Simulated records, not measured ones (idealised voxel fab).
Process module, titled voxel gate over fins
FYI the section here is cut, 285 nm wide, cells are 5 nm squares.
A cross-section is a grid of square cells, given in bands from the top down. A band is one or more rows of cells. Top height, bottom height, nm. Materials left to right, width each, nm. Single material + "edge to edge" = fills band edge to edge. "blank" = empty. Heights are measured from 0, the level below which the as-received wafer is all one material; the lowest band has no bottom and continues downward, written as in "0 and below". With a width like "30..40", each row of cells in the band differs from the next by the same amount, the top row carrying the first number and the bottom row the second. Key: "no alterations made" - step with no changed cell in the cross-section. "Closed empty spaces" contains a list of empty spaces, each no smaller than 8 cells and without an open way to the top, written in the form width x height at distance with the distance from the left edge and all three in nm. Read whatever lies past the settings on a step's line as the simulator's own remark about the step. When a step includes a mask, the "overlay nm" setting on its line states how far to the right of its planned place that mask lay, and negative values state how far to the left.
**Steps in the process plan**
1 RECEIVE,material Si
2 CONFORMAL_DEP,material SiN,thk nm 5
3 MASKED_ETCH,tone cover,mask id FINS,width nm 15,pitch nm 60,etch materials SiN,depth nm 5,overlay nm 0
4 MASKED_ETCH,tone cover,mask id FINS,width nm 15,pitch nm 60,etch materials Si,depth nm 35,overlay nm 0
5 OXIDIZE,depth nm 5
6 FILL_DEP,material SiO2,thk nm 5
7 CMP,height nm 5
8 PATTERN,tone open,mask id RAIL,material resist,width nm 15,thk nm 20,overlay nm 0
9 DIRECTIONAL_ETCH,etch materials SiO2,depth nm 35
10 STRIP,etch materials resist
11 CONFORMAL_DEP,material TiN,thk nm 5
12 FILL_DEP,material W,thk nm 10
13 CMP,height nm 5
14 SELECTIVE_ETCH,etch materials W Ru TiN,depth nm 30
15 FILL_DEP,material SiO2,thk nm 5
16 CMP,height nm 5
17 SELECTIVE_ETCH,etch materials SiO2,depth nm 20
18 STRIP,etch materials SiN
19 CONFORMAL_DEP,material HfO2,thk nm 5
20 CONFORMAL_DEP,material TiN,thk nm 5
21 FILL_DEP,material W,thk nm 10
22 CMP,height nm 15
23 CONFORMAL_DEP,material SiN,thk nm 10
**The first wafer of two, processed as planned**
**This is the cross-section of the wafer as we received it, i.e. after step 1**
* 0 and below  Si edge to edge
* Closed empty spaces: none
**The wafer, seen in cross-section, after step 2**
* 5 down to 0  SiN edge to edge
* Heights below 0 show no change.
**The wafer, seen in cross-section, after step 3**
* 5 down to 0  45 of blank  15 of SiN  45 of blank  15 of SiN  45 of blank  15 of SiN  45 of blank  15 of SiN  45 of blank
* Heights below 0 show no change.
**The wafer, seen in cross-section, after step 4**
* 5 down to 0  45 of blank  15 of SiN  45 of blank  15 of SiN  45 of blank  15 of SiN  45 of blank  15 of SiN  45 of blank
* 0 down to -35  45 of blank  15 of Si  45 of blank  15 of Si  45 of blank  15 of Si  45 of blank  15 of Si  45 of blank
* Heights below -35 show no change.
**The wafer, seen in cross-section, after step 5**
* 5 down to 0  45 of blank  15 of SiN  45 of blank  15 of SiN  45 of blank  15 of SiN  45 of blank  15 of SiN  45 of blank
* 0 down to -35  45 of blank  5 of SiO2  5 of Si  5 of SiO2  45 of blank  5 of SiO2  5 of Si  5 of SiO2  45 of blank  5 of SiO2  5 of Si  5 of SiO2  45 of blank  5 of SiO2  5 of Si  5 of SiO2  45 of blank
* -35 down to -40  50 of SiO2  5 of Si  55 of SiO2  5 of Si  55 of SiO2  5 of Si  55 of SiO2  5 of Si  50 of SiO2
* Heights below -40 show no change.
**The wafer, seen in cross-section, after step 6**
* 10 down to 5  SiO2 edge to edge
* 5 down to 0  45 of SiO2  15 of SiN  45 of SiO2  15 of SiN  45 of SiO2  15 of SiN  45 of SiO2  15 of SiN  45 of SiO2
* 0 down to -40  50 of SiO2  5 of Si  55 of SiO2  5 of Si  55 of SiO2  5 of Si  55 of SiO2  5 of Si  50 of SiO2
* Heights below -40 show no change.
**The wafer, seen in cross-section, after step 7**
* 5 down to 0  45 of SiO2  15 of SiN  45 of SiO2  15 of SiN  45 of SiO2  15 of SiN  45 of SiO2  15 of SiN  45 of SiO2
* Heights below 0 show no change.
**The wafer, seen in cross-section, after step 8**
* 25 down to 5  75 of resist  15 of blank  195 of resist
* Heights below 5 show no change.
**The wafer, seen in cross-section, after step 9**
* 25 down to 5  75 of resist  15 of blank  195 of resist
* 5 down to 0  45 of SiO2  15 of SiN  15 of SiO2  15 of blank  15 of SiO2  15 of SiN  45 of SiO2  15 of SiN  45 of SiO2  15 of SiN  45 of SiO2
* 0 down to -30  50 of SiO2  5 of Si  20 of SiO2  15 of blank  20 of SiO2  5 of Si  55 of SiO2  5 of Si  55 of SiO2  5 of Si  50 of SiO2
* Heights below -30 show no change.
**The wafer, seen in cross-section, after step 10**
* 5 down to 0  45 of SiO2  15 of SiN  15 of SiO2  15 of blank  15 of SiO2  15 of SiN  45 of SiO2  15 of SiN  45 of SiO2  15 of SiN  45 of SiO2
* Heights below 0 show no change.
**The wafer, seen in cross-section, after step 11**
* 10 down to 5  80 of TiN  5 of blank  200 of TiN
* 5 down to 0  45 of SiO2  15 of SiN  15 of SiO2  5 of TiN  5 of blank  5 of TiN  15 of SiO2  15 of SiN  45 of SiO2  15 of SiN  45 of SiO2  15 of SiN  45 of SiO2
* 0 down to -25  50 of SiO2  5 of Si  20 of SiO2  5 of TiN  5 of blank  5 of TiN  20 of SiO2  5 of Si  55 of SiO2  5 of Si  55 of SiO2  5 of Si  50 of SiO2
* -25 down to -30  50 of SiO2  5 of Si  20 of SiO2  15 of TiN  20 of SiO2  5 of Si  55 of SiO2  5 of Si  55 of SiO2  5 of Si  50 of SiO2
* Heights below -30 show no change.
**The wafer, seen in cross-section, after step 12**
* 20 down to 10  W edge to edge
* 10 down to 5  80 of TiN  5 of W  200 of TiN
* 5 down to 0  45 of SiO2  15 of SiN  15 of SiO2  5 of TiN  5 of W  5 of TiN  15 of SiO2  15 of SiN  45 of SiO2  15 of SiN  45 of SiO2  15 of SiN  45 of SiO2
* 0 down to -25  50 of SiO2  5 of Si  20 of SiO2  5 of TiN  5 of W  5 of TiN  20 of SiO2  5 of Si  55 of SiO2  5 of Si  55 of SiO2  5 of Si  50 of SiO2
* Heights below -25 show no change.
**The wafer, seen in cross-section, after step 13**
* 5 down to 0  45 of SiO2  15 of SiN  15 of SiO2  5 of TiN  5 of W  5 of TiN  15 of SiO2  15 of SiN  45 of SiO2  15 of SiN  45 of SiO2  15 of SiN  45 of SiO2
* Heights below 0 show no change.
**The wafer, seen in cross-section, after step 14**
* 5 down to 0  45 of SiO2  15 of SiN  15 of SiO2  15 of blank  15 of SiO2  15 of SiN  45 of SiO2  15 of SiN  45 of SiO2  15 of SiN  45 of SiO2
* 0 down to -25  50 of SiO2  5 of Si  20 of SiO2  15 of blank  20 of SiO2  5 of Si  55 of SiO2  5 of Si  55 of SiO2  5 of Si  50 of SiO2
* Heights below -25 show no change.
**The wafer, seen in cross-section, after step 15**
* 10 down to 5  SiO2 edge to edge
* 5 down to 0  45 of SiO2  15 of SiN  45 of SiO2  15 of SiN  45 of SiO2  15 of SiN  45 of SiO2  15 of SiN  45 of SiO2
* 0 down to -25  50 of SiO2  5 of Si  55 of SiO2  5 of Si  55 of SiO2  5 of Si  55 of SiO2  5 of Si  50 of SiO2
* Heights below -25 show no change.
**The wafer, seen in cross-section, after step 16**
* 5 down to 0  45 of SiO2  15 of SiN  45 of SiO2  15 of SiN  45 of SiO2  15 of SiN  45 of SiO2  15 of SiN  45 of SiO2
* Heights below 0 show no change.
**The wafer, seen in cross-section, after step 17**
* 5 down to 0  45 of blank  15 of SiN  45 of blank  15 of SiN  45 of blank  15 of SiN  45 of blank  15 of SiN  45 of blank
* 0 down to -15  50 of blank  5 of Si  55 of blank  5 of Si  55 of blank  5 of Si  55 of blank  5 of Si  50 of blank
* Heights below -15 show no change.
**The wafer, seen in cross-section, after step 18**
* 0 down to -15  50 of blank  5 of Si  55 of blank  5 of Si  55 of blank  5 of Si  55 of blank  5 of Si  50 of blank
* Heights below -15 show no change.
**The wafer, seen in cross-section, after step 19**
* 5 down to 0  45 of blank  15 of HfO2  45 of blank  15 of HfO2  45 of blank  15 of HfO2  45 of blank  15 of HfO2  45 of blank
* 0 down to -10  45 of blank  5 of HfO2  5 of Si  5 of HfO2  45 of blank  5 of HfO2  5 of Si  5 of HfO2  45 of blank  5 of HfO2  5 of Si  5 of HfO2  45 of blank  5 of HfO2  5 of Si  5 of HfO2  45 of blank
* -10 down to -15  50 of HfO2  5 of Si  55 of HfO2  5 of Si  55 of HfO2  5 of Si  55 of HfO2  5 of Si  50 of HfO2
* Heights below -15 show no change.
**The wafer, seen in cross-section, after step 20**
* 10 down to 5  40 of blank  25 of TiN  35 of blank  25 of TiN  35 of blank  25 of TiN  35 of blank  25 of TiN  40 of blank
* 5 down to 0  40 of blank  5 of TiN  15 of HfO2  5 of TiN  35 of blank  5 of TiN  15 of HfO2  5 of TiN  35 of blank  5 of TiN  15 of HfO2  5 of TiN  35 of blank  5 of TiN  15 of HfO2  5 of TiN  40 of blank
* 0 down to -5  40 of blank  5 of TiN  5 of HfO2  5 of Si  5 of HfO2  5 of TiN  35 of blank  5 of TiN  5 of HfO2  5 of Si  5 of HfO2  5 of TiN  35 of blank  5 of TiN  5 of HfO2  5 of Si  5 of HfO2  5 of TiN  35 of blank  5 of TiN  5 of HfO2  5 of Si  5 of HfO2  5 of TiN  40 of blank
* -5 down to -10  45 of TiN  5 of HfO2  5 of Si  5 of HfO2  45 of TiN  5 of HfO2  5 of Si  5 of HfO2  45 of TiN  5 of HfO2  5 of Si  5 of HfO2  45 of TiN  5 of HfO2  5 of Si  5 of HfO2  45 of TiN
* Heights below -10 show no change.
**The wafer, seen in cross-section, after step 21**
* 20 down to 10  W edge to edge
* 10 down to 5  40 of W  25 of TiN  35 of W  25 of TiN  35 of W  25 of TiN  35 of W  25 of TiN  40 of W
* 5 down to 0  40 of W  5 of TiN  15 of HfO2  5 of TiN  35 of W  5 of TiN  15 of HfO2  5 of TiN  35 of W  5 of TiN  15 of HfO2  5 of TiN  35 of W  5 of TiN  15 of HfO2  5 of TiN  40 of W
* 0 down to -5  40 of W  5 of TiN  5 of HfO2  5 of Si  5 of HfO2  5 of TiN  35 of W  5 of TiN  5 of HfO2  5 of Si  5 of HfO2  5 of TiN  35 of W  5 of TiN  5 of HfO2  5 of Si  5 of HfO2  5 of TiN  35 of W  5 of TiN  5 of HfO2  5 of Si  5 of HfO2  5 of TiN  40 of W
* Heights below -5 show no change.
**The wafer, seen in cross-section, after step 22**
* 15 down to 10  W edge to edge
* Heights below 10 show no change.
**The wafer, seen in cross-section, after step 23**
* 25 down to 15  SiN edge to edge
* Heights below 15 show no change.
**Here the second wafer is described. Its start and its plan were those of the first wafer. Its run contained one mistake. Up to and including step 16, it did exactly what the first wafer did**
**Second wafer, cross-section, planned end of step 17**
* 5 down to 0  45 of SiO2  15 of blank  45 of SiO2  15 of blank  45 of SiO2  15 of blank  45 of SiO2  15 of blank  45 of SiO2
* Heights below 0 show no change.
**Second wafer, cross-section, planned end of step 18**
* 0 down to -15  50 of blank  5 of Si  55 of blank  5 of Si  55 of blank  5 of Si  55 of blank  5 of Si  50 of blank
* -15 down to -20  25 of SiO2  25 of blank  5 of Si  25 of blank  5 of SiO2  25 of blank  5 of Si  25 of blank  5 of SiO2  25 of blank  5 of Si  25 of blank  5 of SiO2  25 of blank  5 of Si  25 of blank  25 of SiO2
* Heights below -20 show no change.
**Second wafer, cross-section, planned end of step 19**
* 5 down to 0  45 of blank  15 of HfO2  45 of blank  15 of HfO2  45 of blank  15 of HfO2  45 of blank  15 of HfO2  45 of blank
* 0 down to -10  45 of blank  5 of HfO2  5 of Si  5 of HfO2  45 of blank  5 of HfO2  5 of Si  5 of HfO2  45 of blank  5 of HfO2  5 of Si  5 of HfO2  45 of blank  5 of HfO2  5 of Si  5 of HfO2  45 of blank
* -10 down to -15  30 of HfO2  15 of blank  5 of HfO2  5 of Si  5 of HfO2  15 of blank  15 of HfO2  15 of blank  5 of HfO2  5 of Si  5 of HfO2  15 of blank  15 of HfO2  15 of blank  5 of HfO2  5 of Si  5 of HfO2  15 of blank  15 of HfO2  15 of blank  5 of HfO2  5 of Si  5 of HfO2  15 of blank  30 of HfO2
* -15 down to -20  25 of SiO2  25 of HfO2  5 of Si  25 of HfO2  5 of SiO2  25 of HfO2  5 of Si  25 of HfO2  5 of SiO2  25 of HfO2  5 of Si  25 of HfO2  5 of SiO2  25 of HfO2  5 of Si  25 of HfO2  25 of SiO2
* Heights below -20 show no change.
**Second wafer, cross-section, planned end of step 20**
* 10 down to 5  40 of blank  25 of TiN  35 of blank  25 of TiN  35 of blank  25 of TiN  35 of blank  25 of TiN  40 of blank
* 5 down to 0  40 of blank  5 of TiN  15 of HfO2  5 of TiN  35 of blank  5 of TiN  15 of HfO2  5 of TiN  35 of blank  5 of TiN  15 of HfO2  5 of TiN  35 of blank  5 of TiN  15 of HfO2  5 of TiN  40 of blank
* 0 down to -5  40 of blank  5 of TiN  5 of HfO2  5 of Si  5 of HfO2  5 of TiN  35 of blank  5 of TiN  5 of HfO2  5 of Si  5 of HfO2  5 of TiN  35 of blank  5 of TiN  5 of HfO2  5 of Si  5 of HfO2  5 of TiN  35 of blank  5 of TiN  5 of HfO2  5 of Si  5 of HfO2  5 of TiN  40 of blank
* -5 down to -10  35 of TiN  5 of blank  5 of TiN  5 of HfO2  5 of Si  5 of HfO2  5 of TiN  5 of blank  25 of TiN  5 of blank  5 of TiN  5 of HfO2  5 of Si  5 of HfO2  5 of TiN  5 of blank  25 of TiN  5 of blank  5 of TiN  5 of HfO2  5 of Si  5 of HfO2  5 of TiN  5 of blank  25 of TiN  5 of blank  5 of TiN  5 of HfO2  5 of Si  5 of HfO2  5 of TiN  5 of blank  35 of TiN
* -10 down to -15  30 of HfO2  15 of TiN  5 of HfO2  5 of Si  5 of HfO2  15 of TiN  15 of HfO2  15 of TiN  5 of HfO2  5 of Si  5 of HfO2  15 of TiN  15 of HfO2  15 of TiN  5 of HfO2  5 of Si  5 of HfO2  15 of TiN  15 of HfO2  15 of TiN  5 of HfO2  5 of Si  5 of HfO2  15 of TiN  30 of HfO2
* Heights below -15 show no change.
**Second wafer, cross-section, planned end of step 21**
* 20 down to 10  W edge to edge
* 10 down to 5  40 of W  25 of TiN  35 of W  25 of TiN  35 of W  25 of TiN  35 of W  25 of TiN  40 of W
* 5 down to 0  40 of W  5 of TiN  15 of HfO2  5 of TiN  35 of W  5 of TiN  15 of HfO2  5 of TiN  35 of W  5 of TiN  15 of HfO2  5 of TiN  35 of W  5 of TiN  15 of HfO2  5 of TiN  40 of W
* 0 down to -5  40 of W  5 of TiN  5 of HfO2  5 of Si  5 of HfO2  5 of TiN  35 of W  5 of TiN  5 of HfO2  5 of Si  5 of HfO2  5 of TiN  35 of W  5 of TiN  5 of HfO2  5 of Si  5 of HfO2  5 of TiN  35 of W  5 of TiN  5 of HfO2  5 of Si  5 of HfO2  5 of TiN  40 of W
* -5 down to -10  35 of TiN  5 of W  5 of TiN  5 of HfO2  5 of Si  5 of HfO2  5 of TiN  5 of W  25 of TiN  5 of W  5 of TiN  5 of HfO2  5 of Si  5 of HfO2  5 of TiN  5 of W  25 of TiN  5 of W  5 of TiN  5 of HfO2  5 of Si  5 of HfO2  5 of TiN  5 of W  25 of TiN  5 of W  5 of TiN  5 of HfO2  5 of Si  5 of HfO2  5 of TiN  5 of W  35 of TiN
* Heights below -10 show no change.
**Second wafer, cross-section, planned end of step 22**
* 15 down to 10  W edge to edge
* Heights below 10 show no change.
**Second wafer, cross-section, planned end of step 23**
* 25 down to 15  SiN edge to edge
* Heights below 15 show no change.
What broke from the plan during processing? step 17 ran in the slot meant for step 18, and vice versa
Final tally in cells, some materials are higher or lower on the second wafer than on the first: HfO2: 16 more | SiO2: 40 fewer | TiN: 16 more | W: 8 more
